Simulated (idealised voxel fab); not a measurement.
process module | voxel transistor to metal
cross-section cut | 195 nm wide | cells 5 nm
A cross-section is a grid of square cells, given in bands from the top down. A band is one or more rows of cells.
Each band's line starts with the height of the band's top and of its bottom, in nm. Then come its materials from left to right, each with its width in nm. One material with "throughout" fills the band from edge to edge. "air" is empty space.
Height 0 is the level under which the wafer as received is all one material. The lowest band goes on downwards, as in "0 down".
A width such as "30 to 40" changes by the same amount from each row of cells to the next, from the band's top row to its bottom row.
"no change" after a step means that no cell of the cross-section changed.
closed voids: empty space of 8 cells or more with no open way to the top, each as width x height at its distance from the left edge, in nm
after a step's settings: what the simulator itself notes on the step
overlay nm, on a step with a mask: how far to the right of its planned place the mask lay; to the left if negative
plan
1 op RECEIVE | material Si
2 op OXIDIZE | depth nm 5
3 op CONFORMAL_DEP | material SiN | thk nm 15
4 op MASKED_ETCH | tone cover | mask id ACTIVE | width nm 105 | etch materials SiN | depth nm 15 | overlay nm 0
5 op MASKED_ETCH | tone cover | mask id ACTIVE | width nm 105 | etch materials SiO2 | depth nm 5 | overlay nm 0
6 op MASKED_ETCH | tone cover | mask id ACTIVE | width nm 105 | etch materials Si | depth nm 25 | overlay nm 0
7 op FILL_DEP | material SiO2 | thk nm 15
8 op CMP | height nm 15
9 op SELECTIVE_ETCH | etch materials SiO2 | depth nm 5
10 op STRIP | etch materials SiN
11 op SELECTIVE_ETCH | etch materials SiO2 | depth nm 5
12 op OXIDIZE | depth nm 5
13 op DIRECTIONAL_DEP | material polySi | thk nm 25
14 op DIRECTIONAL_DEP | material SiCN | thk nm 10
15 op MASKED_ETCH | tone cover | mask id GATE | width nm 15 | etch materials SiCN | depth nm 20 | overlay nm 0
16 op MASKED_ETCH | tone cover | mask id GATE | width nm 15 | etch materials polySi | depth nm 35 | overlay nm 0
17 op CONFORMAL_DEP | material SiO2 | thk nm 5
18 op DIRECTIONAL_ETCH | etch materials SiO2 | depth nm 5
19 op CONFORMAL_DEP | material SiN | thk nm 5
20 op DIRECTIONAL_ETCH | etch materials SiN | depth nm 5
21 op DIRECTIONAL_ETCH | etch materials SiO2 | depth nm 5
22 op DIRECTIONAL_ETCH | etch materials Si | depth nm 5
23 op EPI | material SiGe | thk nm 10
24 op FILL_DEP | material SiO2 | thk nm 5
25 op CMP | height nm 30
26 op DIRECTIONAL_DEP | material SiO2 | thk nm 10
27 op DIRECTIONAL_DEP | material aC | thk nm 15
28 op PATTERN | tone open | mask id CONTACT | material resist | width nm 35 | pitch nm 60 | thk nm 35 | overlay nm 0
29 op DIRECTIONAL_ETCH | etch materials aC | depth nm 15
30 op STRIP | etch materials resist
31 op DIRECTIONAL_ETCH | etch materials SiO2 | depth nm 45
32 op STRIP | etch materials aC
33 op CONFORMAL_DEP | material TiN | thk nm 5
34 op FILL_DEP | material Ru | thk nm 10
35 op CMP | height nm 40
36 op CONFORMAL_DEP | material SiN | thk nm 5
37 op DIRECTIONAL_DEP | material lowk | thk nm 25
38 op MASKED_ETCH | tone open | mask id METAL_1 | width nm 20 | pitch nm 75 | etch materials lowk | depth nm 25 | overlay nm -15
39 op MASKED_ETCH | tone open | mask id METAL_1 | width nm 20 | pitch nm 75 | etch materials SiN | depth nm 5 | overlay nm 0
40 op CONFORMAL_DEP | material TiN | thk nm 5
41 op FILL_DEP | material W | thk nm 10
42 op CMP | height nm 70
43 op CONFORMAL_DEP | material SiCN | thk nm 5
varied across the wafers: overlay nm of step 38. The plan shows the first wafer's value. All wafers start alike
first wafer as received, after step 1
  0 down: Si throughout
  closed voids: none
first wafer at the end, after step 43
  75 to 70: SiCN throughout
  70 to 50: lowk 35 | TiN 5 | W 10 | TiN 5 | lowk 55 | TiN 5 | W 10 | TiN 5 | lowk 65
  50 to 45: lowk 35 | TiN 20 | lowk 55 | TiN 20 | lowk 65
  45 to 40: SiN 50 | TiN 5 | SiN 70 | TiN 5 | SiN 65
  40 to 30: SiO2 50 | TiN 5 | Ru 25 to 20 | TiN 5 to 10 | SiO2 25 | TiN 5 to 10 | Ru 25 to 20 | TiN 5 | SiO2 50
  30 to 20: SiO2 50 | TiN 5 | Ru 20 | TiN 5 | SiN 5 | SiO2 5 | SiCN 15 | SiO2 5 | SiN 5 | TiN 5 | Ru 20 | TiN 5 | SiO2 50
  20 to 5: SiO2 50 | TiN 5 | Ru 20 | TiN 5 | SiN 5 | SiO2 5 | polySi 15 | SiO2 5 | SiN 5 | TiN 5 | Ru 20 | TiN 5 | SiO2 50
  5 to 0: SiO2 45 | SiN 5 | TiN 30 | SiN 5 | SiO2 5 | polySi 15 | SiO2 5 | SiN 5 | TiN 30 | SiN 5 | SiO2 45
  0 to -5: SiO2 45 | SiN 5 | SiGe 10 | TiN 10 | SiGe 10 | SiN 5 | SiO2 5 | polySi 15 | SiO2 5 | SiN 5 | SiGe 10 | TiN 10 | SiGe 10 | SiN 5 | SiO2 45
  -5 to -10: SiO2 50 | SiGe 30 | SiO2 35 | SiGe 30 | SiO2 50
  -10 to -15: SiO2 45 | Si 5 | SiGe 30 | Si 35 | SiGe 30 | Si 5 | SiO2 45
  -15 to -30: SiO2 45 | Si 105 | SiO2 45
  -30 down: Si throughout
  closed voids: none
last wafer at the end
  75 to 70: SiCN throughout
  70 to 50: lowk 65 | TiN 5 | W 10 | TiN 5 | lowk 55 | TiN 5 | W 10 | TiN 5 | lowk 35
  50 to 45: lowk 65 | TiN 20 | lowk 55 | TiN 20 | lowk 35
  45 to 40: SiN 65 | TiN 5 | SiN 70 | TiN 5 | SiN 50
  40 to 30: SiO2 50 | TiN 5 | Ru 25 to 20 | TiN 5 to 10 | SiO2 25 | TiN 5 to 10 | Ru 25 to 20 | TiN 5 | SiO2 50
  30 to 20: SiO2 50 | TiN 5 | Ru 20 | TiN 5 | SiN 5 | SiO2 5 | SiCN 15 | SiO2 5 | SiN 5 | TiN 5 | Ru 20 | TiN 5 | SiO2 50
  20 to 5: SiO2 50 | TiN 5 | Ru 20 | TiN 5 | SiN 5 | SiO2 5 | polySi 15 | SiO2 5 | SiN 5 | TiN 5 | Ru 20 | TiN 5 | SiO2 50
  5 to 0: SiO2 45 | SiN 5 | TiN 30 | SiN 5 | SiO2 5 | polySi 15 | SiO2 5 | SiN 5 | TiN 30 | SiN 5 | SiO2 45
  0 to -5: SiO2 45 | SiN 5 | SiGe 10 | TiN 10 | SiGe 10 | SiN 5 | SiO2 5 | polySi 15 | SiO2 5 | SiN 5 | SiGe 10 | TiN 10 | SiGe 10 | SiN 5 | SiO2 45
  -5 to -10: SiO2 50 | SiGe 30 | SiO2 35 | SiGe 30 | SiO2 50
  -10 to -15: SiO2 45 | Si 5 | SiGe 30 | Si 35 | SiGe 30 | Si 5 | SiO2 45
  -15 to -30: SiO2 45 | Si 105 | SiO2 45
  -30 down: Si throughout
  closed voids: none
each wafer at the end: cells of each material gained (+) or lost (-) since it was received, then its closed voids
overlay nm -15 | +58 Ru | -162 Si | +45 SiCN | +32 SiGe | +55 SiN | +299 SiO2 | +72 TiN | +16 W | +155 lowk | +15 polySi | closed voids: none
overlay nm -10 | +58 Ru | -162 Si | +45 SiCN | +32 SiGe | +53 SiN | +299 SiO2 | +74 TiN | +16 W | +155 lowk | +15 polySi | closed voids: none
overlay nm -5 | +58 Ru | -162 Si | +45 SiCN | +32 SiGe | +51 SiN | +299 SiO2 | +74 TiN | +18 W | +155 lowk | +15 polySi | closed voids: none
overlay nm 0 | +58 Ru | -162 Si | +45 SiCN | +32 SiGe | +49 SiN | +299 SiO2 | +74 TiN | +20 W | +155 lowk | +15 polySi | closed voids: none
overlay nm 5 | +58 Ru | -162 Si | +45 SiCN | +32 SiGe | +51 SiN | +299 SiO2 | +74 TiN | +18 W | +155 lowk | +15 polySi | closed voids: none
overlay nm 10 | +58 Ru | -162 Si | +45 SiCN | +32 SiGe | +53 SiN | +299 SiO2 | +74 TiN | +16 W | +155 lowk | +15 polySi | closed voids: none
overlay nm 15 | +58 Ru | -162 Si | +45 SiCN | +32 SiGe | +55 SiN | +299 SiO2 | +72 TiN | +16 W | +155 lowk | +15 polySi | closed voids: none
